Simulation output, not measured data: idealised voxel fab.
Process module, titled voxel gate over fins
cross-section cut | 245 nm wide | cells 5 nm
In this document a cross-section is written as a grid of square cells. It is given as a series of bands, listed from the top down, and a band is one or more rows of cells. Basically the band line says how high the top is and how high the bottom is, in nm, and then what's in it from left to right, every material with its width in nm. Empty space shows up as "air", and if a single material carries "full width" it runs the full band edge to edge. Beneath 0, the wafer as received is one material, and that level is where height counting begins. The lowest band goes on downward without a bottom; it is written like "from 0 down". Think of "30 to 40" as a width that walks from the first number to the second as you go down the band, top row to bottom row, taking equal-sized steps from row to row. Step note "nothing changed" = no cross-section cell changed. Basically, "Enclosed internal cavities" tells you about the enclosed voids: empty spaces with no open way to the top, 8 cells or bigger, each written width x height at distance, where distance is from the left edge, all in nm. The remark found on a step's line after its settings is issued by the simulator itself and pertains to that step. overlay nm: step with mask; distance mask lay right of planned place; negative value = left of planned place. Layout of what follows: cross-section pairs, each bracketing one process step, the after cross-section shown only to the lowest band that changed, the step between and its settings noted under each pair. Pairs may originate in different runs of this module on the same starting wafer; a pair continues from the pair above only where its entry headed "before" says so.

BEFORE
	from 15 to 5 = SiO2 full width
	from 5 to 0 = 55 of SiO2, then 15 of SiN, then 20 of SiO2, then 15 of SiN, then 20 of SiO2, then 15 of SiN, then 20 of SiO2, then 15 of SiN, then 70 of SiO2
	from 0 to -40 = 55 of SiO2, then 15 of Si, then 20 of SiO2, then 15 of Si, then 20 of SiO2, then 15 of Si, then 20 of SiO2, then 15 of Si, then 70 of SiO2
	from -40 down = Si full width
	Enclosed internal cavities: none

POST-PROCESS VIEW
	from 5 to 0 = 55 of SiO2, then 15 of SiN, then 20 of SiO2, then 15 of SiN, then 20 of SiO2, then 15 of SiN, then 20 of SiO2, then 15 of SiN, then 70 of SiO2
	Rest of section, below 0: as before.
	Enclosed internal cavities: none
Q: step between the cross-sections above? A: CMP, height nm 5

before: per the after cross-section of the pair just above.

POST-PROCESS VIEW
	from 5 to 0 = 55 of air, then 15 of SiN, then 20 of air, then 15 of SiN, then 20 of air, then 15 of SiN, then 20 of air, then 15 of SiN, then 70 of air
	from 0 to -10 = 55 of air, then 15 of Si, then 20 of air, then 15 of Si, then 20 of air, then 15 of Si, then 20 of air, then 15 of Si, then 70 of air
	Rest of section, below -10: as before.
	Enclosed internal cavities: none
Q: step between the cross-sections above? A: SELECTIVE_ETCH, etch materials SiO2, depth nm 15

before: per the after cross-section of the pair just above.

POST-PROCESS VIEW
	from 0 to -10 = 55 of air, then 15 of Si, then 20 of air, then 15 of Si, then 20 of air, then 15 of Si, then 20 of air, then 15 of Si, then 70 of air
	Rest of section, below -10: as before.
	Enclosed internal cavities: none
Q: step between the cross-sections above? A: STRIP, etch materials SiN

before: per the after cross-section of the pair just above.

POST-PROCESS VIEW
	from 5 to 0 = 50 of air, then 25 of HfO2, then 10 of air, then 25 of HfO2, then 10 of air, then 25 of HfO2, then 10 of air, then 25 of HfO2, then 65 of air
	from 0 to -5 = 50 of air, then 5 of HfO2, then 15 of Si, then 5 of HfO2, then 10 of air, then 5 of HfO2, then 15 of Si, then 5 of HfO2, then 10 of air, then 5 of HfO2, then 15 of Si, then 5 of HfO2, then 10 of air, then 5 of HfO2, then 15 of Si, then 5 of HfO2, then 65 of air
	from -5 to -10 = 55 of HfO2, then 15 of Si, then 20 of HfO2, then 15 of Si, then 20 of HfO2, then 15 of Si, then 20 of HfO2, then 15 of Si, then 70 of HfO2
	Rest of section, below -10: as before.
	Enclosed internal cavities: none
Q: step between the cross-sections above? A: CONFORMAL_DEP, material HfO2, thk nm 5

before: per the after cross-section of the pair just above.

POST-PROCESS VIEW
	from 10 to 5 = 45 of air, then 140 of TiN, then 60 of air
	from 5 to 0 = 45 of air, then 5 of TiN, then 25 of HfO2, then 10 of TiN, then 25 of HfO2, then 10 of TiN, then 25 of HfO2, then 10 of TiN, then 25 of HfO2, then 5 of TiN, then 60 of air
	from 0 to -5 = 50 of TiN, then 5 of HfO2, then 15 of Si, then 5 of HfO2, then 10 of TiN, then 5 of HfO2, then 15 of Si, then 5 of HfO2, then 10 of TiN, then 5 of HfO2, then 15 of Si, then 5 of HfO2, then 10 of TiN, then 5 of HfO2, then 15 of Si, then 5 of HfO2, then 65 of TiN
	Rest of section, below -5: as before.
	Enclosed internal cavities: none
Q: step between the cross-sections above? A: CONFORMAL_DEP, material TiN, thk nm 5

before: per the after cross-section of the pair just above.

POST-PROCESS VIEW
	from 25 to 10 = W full width
	from 10 to 5 = 45 of W, then 140 of TiN, then 60 of W
	from 5 to 0 = 45 of W, then 5 of TiN, then 25 of HfO2, then 10 of TiN, then 25 of HfO2, then 10 of TiN, then 25 of HfO2, then 10 of TiN, then 25 of HfO2, then 5 of TiN, then 60 of W
	Rest of section, below 0: as before.
	Enclosed internal cavities: none
Q: step between the cross-sections above? A: FILL_DEP, material W, thk nm 15

before: per the after cross-section of the pair just above.

POST-PROCESS VIEW
	from 20 to 10 = W full width
	Rest of section, below 10: as before.
	Enclosed internal cavities: none
Q: step between the cross-sections above? A: CMP, height nm 20

before: per the after cross-section of the pair just above.

POST-PROCESS VIEW
	from 25 to 20 = SiCN full width
	Rest of section, below 20: as before.
	Enclosed internal cavities: none
Q: step between the cross-sections above? A: CONFORMAL_DEP, material SiCN, thk nm 5

BEFORE
	from 0 to -10 = 60 of air, then 15 of Si, then 20 of air, then 15 of Si, then 20 of air, then 15 of Si, then 20 of air, then 15 of Si, then 65 of air
	from -10 to -40 = 60 of SiO2, then 15 of Si, then 20 of SiO2, then 15 of Si, then 20 of SiO2, then 15 of Si, then 20 of SiO2, then 15 of Si, then 65 of SiO2
	from -40 down = Si full width
	Enclosed internal cavities: none

POST-PROCESS VIEW
	from 5 to 0 = 55 of air, then 25 of SiCN, then 10 of air, then 25 of SiCN, then 10 of air, then 25 of SiCN, then 10 of air, then 25 of SiCN, then 60 of air
	from 0 to -5 = 55 of air, then 5 of SiCN, then 15 of Si, then 5 of SiCN, then 10 of air, then 5 of SiCN, then 15 of Si, then 5 of SiCN, then 10 of air, then 5 of SiCN, then 15 of Si, then 5 of SiCN, then 10 of air, then 5 of SiCN, then 15 of Si, then 5 of SiCN, then 60 of air
	from -5 to -10 = 60 of SiCN, then 15 of Si, then 20 of SiCN, then 15 of Si, then 20 of SiCN, then 15 of Si, then 20 of SiCN, then 15 of Si, then 65 of SiCN
	Rest of section, below -10: as before.
	Enclosed internal cavities: none
Q: step between the cross-sections above? A: CONFORMAL_DEP, material SiCN, thk nm 5

before: per the after cross-section of the pair just above.

POST-PROCESS VIEW
	from 10 to 5 = 50 of air, then 140 of TiN, then 55 of air
	from 5 to 0 = 50 of air, then 5 of TiN, then 25 of SiCN, then 10 of TiN, then 25 of SiCN, then 10 of TiN, then 25 of SiCN, then 10 of TiN, then 25 of SiCN, then 5 of TiN, then 55 of air
	from 0 to -5 = 55 of TiN, then 5 of SiCN, then 15 of Si, then 5 of SiCN, then 10 of TiN, then 5 of SiCN, then 15 of Si, then 5 of SiCN, then 10 of TiN, then 5 of SiCN, then 15 of Si, then 5 of SiCN, then 10 of TiN, then 5 of SiCN, then 15 of Si, then 5 of SiCN, then 60 of TiN
	Rest of section, below -5: as before.
	Enclosed internal cavities: none
Q: step between the cross-sections above? A: CONFORMAL_DEP, material TiN, thk nm 5

before: per the after cross-section of the pair just above.

POST-PROCESS VIEW
	from 25 to 10 = W full width
	from 10 to 5 = 50 of W, then 140 of TiN, then 55 of W
	from 5 to 0 = 50 of W, then 5 of TiN, then 25 of SiCN, then 10 of TiN, then 25 of SiCN, then 10 of TiN, then 25 of SiCN, then 10 of TiN, then 25 of SiCN, then 5 of TiN, then 55 of W
	Rest of section, below 0: as before.
	Enclosed internal cavities: none
Q: step between the cross-sections above? A: FILL_DEP, material W, thk nm 15

before: per the after cross-section of the pair just above.

POST-PROCESS VIEW
	from 20 to 10 = W full width
	Rest of section, below 10: as before.
	Enclosed internal cavities: none
Q: step between the cross-sections above? A: CMP, height nm 20

before: per the after cross-section of the pair just above.

POST-PROCESS VIEW
	from 25 to 20 = SiCN full width
	Rest of section, below 20: as before.
	Enclosed internal cavities: none
Q: step between the cross-sections above? A: CONFORMAL_DEP, material SiCN, thk nm 5

BEFORE
	from 5 to 0 = SiN full width
	from 0 down = Si full width
	Enclosed internal cavities: none

POST-PROCESS VIEW
	from 20 to 5 = 60 of resist, then 15 of air, then 20 of resist, then 15 of air, then 20 of resist, then 15 of air, then 20 of resist, then 15 of air, then 65 of resist
	Rest of section, below 5: as before.
	Enclosed internal cavities: none
Q: step between the cross-sections above? A: PATTERN, tone open, mask id FINS, material resist, width nm 15, pitch nm 35, thk nm 15, overlay nm 0

before: per the after cross-section of the pair just above.

POST-PROCESS VIEW
	from 20 to 5 = 60 of resist, then 15 of air, then 20 of resist, then 15 of air, then 20 of resist, then 15 of air, then 20 of resist, then 15 of air, then 65 of resist
	from 5 to 0 = 60 of SiN, then 15 of air, then 20 of SiN, then 15 of air, then 20 of SiN, then 15 of air, then 20 of SiN, then 15 of air, then 65 of SiN
	Rest of section, below 0: as before.
	Enclosed internal cavities: none
Q: step between the cross-sections above? A: DIRECTIONAL_ETCH, etch materials SiN, depth nm 5

before: per the after cross-section of the pair just above.

POST-PROCESS VIEW
	from 20 to 5 = 60 of resist, then 15 of air, then 20 of resist, then 15 of air, then 20 of resist, then 15 of air, then 20 of resist, then 15 of air, then 65 of resist
	from 5 to 0 = 60 of SiN, then 15 of air, then 20 of SiN, then 15 of air, then 20 of SiN, then 15 of air, then 20 of SiN, then 15 of air, then 65 of SiN
	from 0 to -40 = 60 of Si, then 15 of air, then 20 of Si, then 15 of air, then 20 of Si, then 15 of air, then 20 of Si, then 15 of air, then 65 of Si
	Rest of section, below -40: as before.
	Enclosed internal cavities: none
Q: step between the cross-sections above? A: DIRECTIONAL_ETCH, etch materials Si, depth nm 40

before: per the after cross-section of the pair just above.

POST-PROCESS VIEW
	from 5 to 0 = 60 of SiN, then 15 of air, then 20 of SiN, then 15 of air, then 20 of SiN, then 15 of air, then 20 of SiN, then 15 of air, then 65 of SiN
	Rest of section, below 0: as before.
	Enclosed internal cavities: none
Q: step between the cross-sections above? A: STRIP, etch materials resist

before: per the after cross-section of the pair just above.

POST-PROCESS VIEW
	from 15 to 5 = SiO2 full width
	from 5 to 0 = 60 of SiN, then 15 of SiO2, then 20 of SiN, then 15 of SiO2, then 20 of SiN, then 15 of SiO2, then 20 of SiN, then 15 of SiO2, then 65 of SiN
	from 0 to -40 = 60 of Si, then 15 of SiO2, then 20 of Si, then 15 of SiO2, then 20 of Si, then 15 of SiO2, then 20 of Si, then 15 of SiO2, then 65 of Si
	Rest of section, below -40: as before.
	Enclosed internal cavities: none
Q: step between the cross-sections above? A: FILL_DEP, material SiO2, thk nm 10

before: per the after cross-section of the pair just above.

POST-PROCESS VIEW
	from 5 to 0 = 60 of SiN, then 15 of SiO2, then 20 of SiN, then 15 of SiO2, then 20 of SiN, then 15 of SiO2, then 20 of SiN, then 15 of SiO2, then 65 of SiN
	Rest of section, below 0: as before.
	Enclosed internal cavities: none
Q: step between the cross-sections above? A: CMP, height nm 5

before: per the after cross-section of the pair just above.

POST-PROCESS VIEW
	from 5 to 0 = 60 of SiN, then 15 of air, then 20 of SiN, then 15 of air, then 20 of SiN, then 15 of air, then 20 of SiN, then 15 of air, then 65 of SiN
	from 0 to -10 = 60 of Si, then 15 of air, then 20 of Si, then 15 of air, then 20 of Si, then 15 of air, then 20 of Si, then 15 of air, then 65 of Si
	Rest of section, below -10: as before.
	Enclosed internal cavities: none
Q: step between the cross-sections above? A: SELECTIVE_ETCH, etch materials SiO2, depth nm 15

before: per the after cross-section of the pair just above.

POST-PROCESS VIEW
	from 0 to -10 = 60 of Si, then 15 of air, then 20 of Si, then 15 of air, then 20 of Si, then 15 of air, then 20 of Si, then 15 of air, then 65 of Si
	Rest of section, below -10: as before.
	Enclosed internal cavities: none
Q: step between the cross-sections above? A: STRIP, etch materials SiN

before: per the after cross-section of the pair just above.

POST-PROCESS VIEW
	from 5 to 0 = 65 of HfO2, then 5 of air, then 30 of HfO2, then 5 of air, then 30 of HfO2, then 5 of air, then 30 of HfO2, then 5 of air, then 70 of HfO2
	from 0 to -5 = 60 of Si, then 5 of HfO2, then 5 of air, then 5 of HfO2, then 20 of Si, then 5 of HfO2, then 5 of air, then 5 of HfO2, then 20 of Si, then 5 of HfO2, then 5 of air, then 5 of HfO2, then 20 of Si, then 5 of HfO2, then 5 of air, then 5 of HfO2, then 65 of Si
	from -5 to -10 = 60 of Si, then 15 of HfO2, then 20 of Si, then 15 of HfO2, then 20 of Si, then 15 of HfO2, then 20 of Si, then 15 of HfO2, then 65 of Si
	Rest of section, below -10: as before.
	Enclosed internal cavities: none
Q: step between the cross-sections above? A: CONFORMAL_DEP, material HfO2, thk nm 5

before: per the after cross-section of the pair just above.

POST-PROCESS VIEW
	from 10 to 5 = TiN full width
	from 5 to 0 = 65 of HfO2, then 5 of TiN, then 30 of HfO2, then 5 of TiN, then 30 of HfO2, then 5 of TiN, then 30 of HfO2, then 5 of TiN, then 70 of HfO2
	from 0 to -5 = 60 of Si, then 5 of HfO2, then 5 of TiN, then 5 of HfO2, then 20 of Si, then 5 of HfO2, then 5 of TiN, then 5 of HfO2, then 20 of Si, then 5 of HfO2, then 5 of TiN, then 5 of HfO2, then 20 of Si, then 5 of HfO2, then 5 of TiN, then 5 of HfO2, then 65 of Si
	Rest of section, below -5: as before.
	Enclosed internal cavities: none
Q: step between the cross-sections above? A: CONFORMAL_DEP, material TiN, thk nm 5

before: per the after cross-section of the pair just above.

POST-PROCESS VIEW
	from 25 to 10 = W full width
	Rest of section, below 10: as before.
	Enclosed internal cavities: none
Q: step between the cross-sections above? A: FILL_DEP, material W, thk nm 15

before: per the after cross-section of the pair just above.

POST-PROCESS VIEW
	from 20 to 10 = W full width
	Rest of section, below 10: as before.
	Enclosed internal cavities: none
Q: step between the cross-sections above? A: CMP, height nm 20

before: per the after cross-section of the pair just above.

POST-PROCESS VIEW
	from 25 to 20 = SiCN full width
	Rest of section, below 20: as before.
	Enclosed internal cavities: none
Q: step between the cross-sections above? A: CONFORMAL_DEP, material SiCN, thk nm 5
